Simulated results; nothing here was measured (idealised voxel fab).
Documented hereafter: the process module known as voxel trench capacitor.
This is section cut - it's 280 nm across, gridded in 5 nm square cells.
For the purposes of this document, a cross-section shall be understood as a grid of square cells, specified as bands listed in top-to-bottom order, each band consisting of one or more rows of cells.
The entry gives the band's vertical extent as a top height and a bottom height in nm, then its horizontal make-up as materials from left to right, each with a width in nm. "empty" stands for empty space; a single material marked "everywhere" fills the band edge to edge.
A quick word on heights: they are counted from 0, and under that level the wafer as it came to us is one material throughout. The lowest band is different from the rest in having no bottom; it simply continues downward, written as in "0 nm and below".
A width given as "30->40" starts at the first number in the band's top row and ends at the second number in its bottom row, shifting by an equal amount at every step from row to row.
"no modifications", as given for a step, is the statement that not any cell of the cross-section underwent a change during that step.
"Closed cavities": sealed empty spaces, 8 cells or more, no open way to top, listed width x height at distance, with distance from the left edge and width, height and distance in nm.
Past the settings on a step's line: simulator remark, on that step.
overlay nm: step with mask; distance mask lay right of planned place; negative value = left of planned place.
Steps in the process plan:
1 RECEIVE: material Si
2 CONFORMAL_DEP: material SiN, thk nm 10
3 MASKED_ETCH: tone open, mask id TRENCH, width nm 25, pitch nm 55, etch materials SiN, depth nm 10, overlay nm 0
4 MASKED_ETCH: tone open, mask id TRENCH, width nm 25, pitch nm 55, etch materials Si, depth nm 30, overlay nm 0
5 CONFORMAL_DEP: material SiO2, thk nm 5
6 FILL_DEP: material polySi, thk nm 5
7 CMP: height nm 10
The first of the two wafers, which ran as planned:
Step 1 complete: cross-section of the wafer as received:
- 0 nm and below | Si everywhere
- Closed cavities: none
Presented here is a cross-section of the wafer after step 2 has been performed:
- 10 nm to 0 nm | SiN everywhere
- Everything under 0 stays put, no change at all.
Presented here is a cross-section of the wafer after step 3 has been performed:
- 10 nm to 0 nm | 45 nm SiN, 25 nm empty, 30 nm SiN, 25 nm empty, 30 nm SiN, 25 nm empty, 30 nm SiN, 25 nm empty, 45 nm SiN
- Everything under 0 stays put, no change at all.
Presented here is a cross-section of the wafer after step 4 has been performed:
- 10 nm to 0 nm | 45 nm SiN, 25 nm empty, 30 nm SiN, 25 nm empty, 30 nm SiN, 25 nm empty, 30 nm SiN, 25 nm empty, 45 nm SiN
- 0 nm to -30 nm | 45 nm Si, 25 nm empty, 30 nm Si, 25 nm empty, 30 nm Si, 25 nm empty, 30 nm Si, 25 nm empty, 45 nm Si
- Everything under -30 stays put, no change at all.
Presented here is a cross-section of the wafer after step 5 has been performed:
- 15 nm to 10 nm | 50 nm SiO2, 15 nm empty, 40 nm SiO2, 15 nm empty, 40 nm SiO2, 15 nm empty, 40 nm SiO2, 15 nm empty, 50 nm SiO2
- 10 nm to 0 nm | 45 nm SiN, 5 nm SiO2, 15 nm empty, 5 nm SiO2, 30 nm SiN, 5 nm SiO2, 15 nm empty, 5 nm SiO2, 30 nm SiN, 5 nm SiO2, 15 nm empty, 5 nm SiO2, 30 nm SiN, 5 nm SiO2, 15 nm empty, 5 nm SiO2, 45 nm SiN
- 0 nm to -25 nm | 45 nm Si, 5 nm SiO2, 15 nm empty, 5 nm SiO2, 30 nm Si, 5 nm SiO2, 15 nm empty, 5 nm SiO2, 30 nm Si, 5 nm SiO2, 15 nm empty, 5 nm SiO2, 30 nm Si, 5 nm SiO2, 15 nm empty, 5 nm SiO2, 45 nm Si
- -25 nm to -30 nm | 45 nm Si, 25 nm SiO2, 30 nm Si, 25 nm SiO2, 30 nm Si, 25 nm SiO2, 30 nm Si, 25 nm SiO2, 45 nm Si
- Everything under -30 stays put, no change at all.
Presented here is a cross-section of the wafer after step 6 has been performed:
- 20 nm to 15 nm | polySi everywhere
- 15 nm to 10 nm | 50 nm SiO2, 15 nm polySi, 40 nm SiO2, 15 nm polySi, 40 nm SiO2, 15 nm polySi, 40 nm SiO2, 15 nm polySi, 50 nm SiO2
- 10 nm to 0 nm | 45 nm SiN, 5 nm SiO2, 15 nm polySi, 5 nm SiO2, 30 nm SiN, 5 nm SiO2, 15 nm polySi, 5 nm SiO2, 30 nm SiN, 5 nm SiO2, 15 nm polySi, 5 nm SiO2, 30 nm SiN, 5 nm SiO2, 15 nm polySi, 5 nm SiO2, 45 nm SiN
- 0 nm to -25 nm | 45 nm Si, 5 nm SiO2, 15 nm polySi, 5 nm SiO2, 30 nm Si, 5 nm SiO2, 15 nm polySi, 5 nm SiO2, 30 nm Si, 5 nm SiO2, 15 nm polySi, 5 nm SiO2, 30 nm Si, 5 nm SiO2, 15 nm polySi, 5 nm SiO2, 45 nm Si
- Everything under -25 stays put, no change at all.
Presented here is a cross-section of the wafer after step 7 has been performed:
- 10 nm to 0 nm | 45 nm SiN, 5 nm SiO2, 15 nm polySi, 5 nm SiO2, 30 nm SiN, 5 nm SiO2, 15 nm polySi, 5 nm SiO2, 30 nm SiN, 5 nm SiO2, 15 nm polySi, 5 nm SiO2, 30 nm SiN, 5 nm SiO2, 15 nm polySi, 5 nm SiO2, 45 nm SiN
- Everything under 0 stays put, no change at all.
Wafer two of two - same starting point, same process plan, one mistake in execution; matches wafer one up to and including step 3:
The second wafer cut through, at the time step 4 was supposed to be finished:
- 10 nm to 0 nm | 45 nm SiN, 25 nm empty, 30 nm SiN, 25 nm empty, 30 nm SiN, 25 nm empty, 30 nm SiN, 25 nm empty, 45 nm SiN
- 0 nm to -30 nm | 45 nm Si, 20 nm empty, 35 nm Si, 20 nm empty, 35 nm Si, 20 nm empty, 35 nm Si, 20 nm empty, 50 nm Si
- Everything under -30 stays put, no change at all.
The second wafer cut through, at the time step 5 was supposed to be finished:
- 15 nm to 10 nm | 50 nm SiO2, 15 nm empty, 40 nm SiO2, 15 nm empty, 40 nm SiO2, 15 nm empty, 40 nm SiO2, 15 nm empty, 50 nm SiO2
- 10 nm to 0 nm | 45 nm SiN, 5 nm SiO2, 15->10 nm empty, 5->10 nm SiO2, 30 nm SiN, 5 nm SiO2, 15->10 nm empty, 5->10 nm SiO2, 30 nm SiN, 5 nm SiO2, 15->10 nm empty, 5->10 nm SiO2, 30 nm SiN, 5 nm SiO2, 15->10 nm empty, 5->10 nm SiO2, 45 nm SiN
- 0 nm to -25 nm | 45 nm Si, 5 nm SiO2, 10 nm empty, 5 nm SiO2, 35 nm Si, 5 nm SiO2, 10 nm empty, 5 nm SiO2, 35 nm Si, 5 nm SiO2, 10 nm empty, 5 nm SiO2, 35 nm Si, 5 nm SiO2, 10 nm empty, 5 nm SiO2, 50 nm Si
- -25 nm to -30 nm | 45 nm Si, 20 nm SiO2, 35 nm Si, 20 nm SiO2, 35 nm Si, 20 nm SiO2, 35 nm Si, 20 nm SiO2, 50 nm Si
- Everything under -30 stays put, no change at all.
The second wafer cut through, at the time step 6 was supposed to be finished:
- 20 nm to 15 nm | polySi everywhere
- 15 nm to 10 nm | 50 nm SiO2, 15 nm polySi, 40 nm SiO2, 15 nm polySi, 40 nm SiO2, 15 nm polySi, 40 nm SiO2, 15 nm polySi, 50 nm SiO2
- 10 nm to 0 nm | 45 nm SiN, 5 nm SiO2, 15->10 nm polySi, 5->10 nm SiO2, 30 nm SiN, 5 nm SiO2, 15->10 nm polySi, 5->10 nm SiO2, 30 nm SiN, 5 nm SiO2, 15->10 nm polySi, 5->10 nm SiO2, 30 nm SiN, 5 nm SiO2, 15->10 nm polySi, 5->10 nm SiO2, 45 nm SiN
- 0 nm to -25 nm | 45 nm Si, 5 nm SiO2, 10 nm polySi, 5 nm SiO2, 35 nm Si, 5 nm SiO2, 10 nm polySi, 5 nm SiO2, 35 nm Si, 5 nm SiO2, 10 nm polySi, 5 nm SiO2, 35 nm Si, 5 nm SiO2, 10 nm polySi, 5 nm SiO2, 50 nm Si
- Everything under -25 stays put, no change at all.
The second wafer cut through, at the time step 7 was supposed to be finished:
- 10 nm to 0 nm | 45 nm SiN, 5 nm SiO2, 15->10 nm polySi, 5->10 nm SiO2, 30 nm SiN, 5 nm SiO2, 15->10 nm polySi, 5->10 nm SiO2, 30 nm SiN, 5 nm SiO2, 15->10 nm polySi, 5->10 nm SiO2, 30 nm SiN, 5 nm SiO2, 15->10 nm polySi, 5->10 nm SiO2, 45 nm SiN
- Everything under 0 stays put, no change at all.
Error vs. plan: not per plan at step 4, really ran MASKED_ETCH: tone open, mask id TRENCH, width nm 25, pitch nm 55, etch materials Si, depth nm 30, overlay nm -5
Looking at both finished wafers in cells, the second ends up ahead of or behind the first on some materials: Si: 24 more, polySi: 24 fewer
